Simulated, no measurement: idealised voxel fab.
Process module under the name voxel fin reveal
Pictured: cross-section cut, 190 nm wide, on a grid of 5 nm square cells.
A cross-section is written here as square cells arranged in a grid, and it is given in bands from the top down, each band taking up one or more rows of cells. For a band, the entry starts with two heights in nm, that of the top and then that of the bottom, and carries on with the band's materials in order from left to right, each alongside its width in nm; the word "edge to edge" beside a single material means it fills the band edge to edge, and "empty" means empty space. Height reference: 0 = level under which incoming wafer is all one material. Lowest band: no bottom, runs on downward, e.g. "0..down". Width "30 to 40": first value at the band's top row of cells, second value at its bottom row, equal change from row to row. "everything unchanged" -> step changed no cross-section cell. What "Completely sealed voids" gives you is every empty space of 8 cells or more that is cut off from the top. Each appears as width x height at distance, with the distance taken from the left edge and width, height and distance all in nm. Read whatever lies past the settings on a step's line as the simulator's own remark about the step. overlay nm: where the mask lay relative to plan, measured to the right, on steps with a mask; negatives go left.

-- Here's what the planned process steps look like
1: op RECEIVE | material Si
2: op CONFORMAL_DEP | material SiN | thk nm 10
3: op DIRECTIONAL_DEP | material aC | thk nm 10
4: op PATTERN | tone cover | mask id FINS | material resist | width nm 15 | pitch nm 40 | thk nm 25 | overlay nm 0
5: op DIRECTIONAL_ETCH | etch materials aC | depth nm 10
6: op STRIP | etch materials resist
7: op DIRECTIONAL_ETCH | etch materials SiN | depth nm 10
8: op DIRECTIONAL_ETCH | etch materials Si | depth nm 30
9: op STRIP | etch materials aC
10: op FILL_DEP | material SiO2 | thk nm 10
11: op CMP | height nm 10
12: op SELECTIVE_ETCH | etch materials SiO2 | depth nm 20
13: op STRIP | etch materials SiN
14: op CONFORMAL_DEP | material SiO2 | thk nm 5

-- First of two wafers, with the run carried out as planned

-- Wafer cross-section on receipt, i.e. after step 1
> 0..down  Si edge to edge
> Completely sealed voids: none

-- You're looking at a cross-section of the wafer after step 2
> 10..0  SiN edge to edge
> No changes below 0.

-- You're looking at a cross-section of the wafer after step 3
> 20..10  aC edge to edge
> No changes below 10.

-- You're looking at a cross-section of the wafer after step 4
> 45..20  empty 65 nm, resist 15 nm, empty 25 nm, resist 15 nm, empty 70 nm
> No changes below 20.

-- You're looking at a cross-section of the wafer after step 5
> 35..20  empty 65 nm, resist 15 nm, empty 25 nm, resist 15 nm, empty 70 nm
> 20..10  empty 65 nm, aC 15 nm, empty 25 nm, aC 15 nm, empty 70 nm
> No changes below 10.

-- You're looking at a cross-section of the wafer after step 6
> 20..10  empty 65 nm, aC 15 nm, empty 25 nm, aC 15 nm, empty 70 nm
> No changes below 10.

-- You're looking at a cross-section of the wafer after step 7
> 20..10  empty 65 nm, aC 15 nm, empty 25 nm, aC 15 nm, empty 70 nm
> 10..0  empty 65 nm, SiN 15 nm, empty 25 nm, SiN 15 nm, empty 70 nm
> No changes below 0.

-- You're looking at a cross-section of the wafer after step 8
> 20..10  empty 65 nm, aC 15 nm, empty 25 nm, aC 15 nm, empty 70 nm
> 10..0  empty 65 nm, SiN 15 nm, empty 25 nm, SiN 15 nm, empty 70 nm
> 0..-30  empty 65 nm, Si 15 nm, empty 25 nm, Si 15 nm, empty 70 nm
> No changes below -30.

-- You're looking at a cross-section of the wafer after step 9
> 10..0  empty 65 nm, SiN 15 nm, empty 25 nm, SiN 15 nm, empty 70 nm
> No changes below 0.

-- You're looking at a cross-section of the wafer after step 10
> 20..10  SiO2 edge to edge
> 10..0  SiO2 65 nm, SiN 15 nm, SiO2 25 nm, SiN 15 nm, SiO2 70 nm
> 0..-30  SiO2 65 nm, Si 15 nm, SiO2 25 nm, Si 15 nm, SiO2 70 nm
> No changes below -30.

-- You're looking at a cross-section of the wafer after step 11
> 10..0  SiO2 65 nm, SiN 15 nm, SiO2 25 nm, SiN 15 nm, SiO2 70 nm
> No changes below 0.

-- You're looking at a cross-section of the wafer after step 12
> 10..0  empty 65 nm, SiN 15 nm, empty 25 nm, SiN 15 nm, empty 70 nm
> 0..-10  empty 65 nm, Si 15 nm, empty 25 nm, Si 15 nm, empty 70 nm
> No changes below -10.

-- You're looking at a cross-section of the wafer after step 13
> 0..-10  empty 65 nm, Si 15 nm, empty 25 nm, Si 15 nm, empty 70 nm
> No changes below -10.

-- You're looking at a cross-section of the wafer after step 14
> 5..0  empty 60 nm, SiO2 25 nm, empty 15 nm, SiO2 25 nm, empty 65 nm
> 0..-5  empty 60 nm, SiO2 5 nm, Si 15 nm, SiO2 5 nm, empty 15 nm, SiO2 5 nm, Si 15 nm, SiO2 5 nm, empty 65 nm
> -5..-30  SiO2 65 nm, Si 15 nm, SiO2 25 nm, Si 15 nm, SiO2 70 nm
> No changes below -30.

-- Second wafer, same starting state and plan as the first, one mistake in the run, identical through step 13

-- Second wafer, cut view, end of step 14 per plan
> 5..0  empty 60 nm, aC 25 nm, empty 15 nm, aC 25 nm, empty 65 nm
> 0..-5  empty 60 nm, aC 5 nm, Si 15 nm, aC 5 nm, empty 15 nm, aC 5 nm, Si 15 nm, aC 5 nm, empty 65 nm
> -5..-10  aC 65 nm, Si 15 nm, aC 25 nm, Si 15 nm, aC 70 nm
> No changes below -10.
Plan not followed: rather than as planned, step 14 actually ran as op CONFORMAL_DEP | material aC | thk nm 5
Final cells, second wafer relative to first, materials higher or lower: -46 SiO2, +46 aC
